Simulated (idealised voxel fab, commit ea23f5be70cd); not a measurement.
process module | voxel lift off
cross-section cut | 295 nm wide | cells 5 nm
A cross-section is a grid of square cells, given in bands from the top down. A band is one or more rows of cells.
Each band's line starts with the height of the band's top and of its bottom, in nm. Then come its materials from left to right, each with its width in nm. One material with "throughout" fills the band from edge to edge. "air" is empty space.
Height 0 is the level under which the wafer as received is all one material. The lowest band goes on downwards, as in "0 down".
A width such as "30 to 40" changes by the same amount from each row of cells to the next, from the band's top row to its bottom row.
"no change" after a step means that no cell of the cross-section changed.
closed voids: empty space of 8 cells or more with no open way to the top, each as width x height at its distance from the left edge, in nm
after a step's settings: what the simulator itself notes on the step
overlay nm, on a step with a mask: how far to the right of its planned place the mask lay; to the left if negative
plan
1 op RECEIVE | material Si
2 op CONFORMAL_DEP | material SiN | thk nm 5
3 op PATTERN | tone open | mask id LINES | material resist | width nm 30 | pitch nm 50 | thk nm 20 | overlay nm 0
4 op DIRECTIONAL_DEP | material Ru | thk nm 10
5 op STRIP | etch materials resist
6 op CONFORMAL_DEP | material SiN | thk nm 10
first wafer, as planned
as received, after step 1
  0 down: Si throughout
  closed voids: none
after step 2
  5 to 0: SiN throughout
  below 0: unchanged
after step 3
  25 to 5: resist 55 | air 30 | resist 20 | air 30 | resist 20 | air 30 | resist 20 | air 30 | resist 60
  below 5: unchanged
after step 4
  35 to 25: Ru 55 | air 30 | Ru 20 | air 30 | Ru 20 | air 30 | Ru 20 | air 30 | Ru 60
  25 to 15: resist 55 | air 30 | resist 20 | air 30 | resist 20 | air 30 | resist 20 | air 30 | resist 60
  15 to 5: resist 55 | Ru 30 | resist 20 | Ru 30 | resist 20 | Ru 30 | resist 20 | Ru 30 | resist 60
  below 5: unchanged
after step 5
  15 to 5: air 55 | Ru 30 | air 20 | Ru 30 | air 20 | Ru 30 | air 20 | Ru 30 | air 60
  below 5: unchanged
after step 6
  25 to 15: air 45 | SiN 200 | air 50
  15 to 5: SiN 55 | Ru 30 | SiN 20 | Ru 30 | SiN 20 | Ru 30 | SiN 20 | Ru 30 | SiN 60
  below 5: unchanged
second wafer: like start, like plan, one mistake. Through step 3 it matches the first wafer
when step 4 should have ended: no change
when step 5 should have ended
  5 to 0: SiN throughout
  below 0: unchanged
when step 6 should have ended
  15 to 0: SiN throughout
  below 0: unchanged
what went wrong: step 4 was left out
at the end the second wafer has, in cells: 48 fewer of Ru | 32 fewer of SiN
